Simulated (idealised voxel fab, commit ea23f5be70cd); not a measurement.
Title: Process Module voxel self aligned contacts
Shown is cross-section cut, with a width of 210 nm and square cells of size 5 nm.
A cross-section is a grid of square cells, given in bands from the top down. A band is one or more rows of cells.
First you get the band's top height and its bottom height, in nm, and then the materials it's made of, left to right, with each width in nm. If you see a single material with "full width", that one covers the band edge to edge. "blank" is empty space.
The reference from which all heights are counted is 0, the level beneath which the as-received wafer is entirely one material; the lowest band, having no lower bound, proceeds downward and is written after the example "0..down".
The width entry "30->40" should be interpreted row by row: the top row of cells in the band takes the first number, the bottom row takes the second number, and the change between adjacent rows is uniform throughout.
You'll sometimes find "nothing different" written for a step, and that's the way of saying that nowhere in the cross-section did a cell change during that step.
If an empty space has no open way to the top and is at least 8 cells in size, "Closed void roster" lists it, written width x height at distance, where distance is measured from the left edge and every value is in nm.
Heads up: the bit after the settings on a step's line is the simulator's remark on that step.
overlay nm: where the mask lay relative to plan, measured to the right, on steps with a mask; negatives go left.
The following list gives the planned process steps
1,RECEIVE | material Si
2,OXIDIZE | depth nm 5
3,DIRECTIONAL_DEP | material polySi | thk nm 30
4,DIRECTIONAL_DEP | material SiN | thk nm 15
5,DIRECTIONAL_DEP | material aC | thk nm 10
6,PATTERN | tone cover | mask id GATE | material resist | width nm 25 | pitch nm 55 | thk nm 25 | overlay nm 0
7,DIRECTIONAL_ETCH | etch materials aC | depth nm 10
8,STRIP | etch materials resist
9,DIRECTIONAL_ETCH | etch materials SiN | depth nm 15
10,DIRECTIONAL_ETCH | etch materials polySi | depth nm 30
11,STRIP | etch materials aC
12,CONFORMAL_DEP | material SiN | thk nm 5
13,DIRECTIONAL_ETCH | etch materials SiN | depth nm 5
14,FILL_DEP | material SiO2 | thk nm 15
15,CMP | height nm 55
16,PATTERN | tone open | mask id CONTACT | material resist | width nm 40 | pitch nm 55 | thk nm 20 | overlay nm 0
17,DIRECTIONAL_ETCH | etch materials SiO2 | depth nm 60
18,STRIP | etch materials resist
19,CONFORMAL_DEP | material TiN | thk nm 5
20,FILL_DEP | material Ru | thk nm 10
21,CMP | height nm 55
22,CONFORMAL_DEP | material SiN | thk nm 5
Here's what the wafer looked like in cross-section when it arrived - that's after step 1
  0..down  Si full width
  Closed void roster: none
The cross-section shown corresponds to the wafer at the conclusion of the module. The initial structure and the process plan are those presented above; however, one mistake occurred in executing the plan
  60..55  SiN full width
  55..45  SiO2 55 nm, TiN 5 nm, Ru 30 nm, TiN 5 nm, SiO2 15 nm, TiN 5 nm, Ru 30 nm, TiN 5 nm, SiO2 60 nm
  45..40  SiO2 55 nm, TiN 10 nm, Ru 20 nm, TiN 10 nm, SiO2 15 nm, TiN 10 nm, Ru 20 nm, TiN 10 nm, SiO2 60 nm
  40..30  SiO2 35 nm, SiN 25 nm, TiN 5 nm, Ru 20 nm, TiN 5 nm, SiN 25 nm, TiN 5 nm, Ru 20 nm, TiN 5 nm, SiN 25 nm, SiO2 40 nm
  30..0  SiO2 35 nm, polySi 25 nm, TiN 5 nm, Ru 20 nm, TiN 5 nm, polySi 25 nm, TiN 5 nm, Ru 20 nm, TiN 5 nm, polySi 25 nm, SiO2 40 nm
  0..-5  SiO2 60 nm, TiN 30 nm, SiO2 25 nm, TiN 30 nm, SiO2 65 nm
  -5..down  Si full width
  Closed void roster: none
Which mistake was made when the wafer was run? step 12 of the plan was bypassed and not carried out
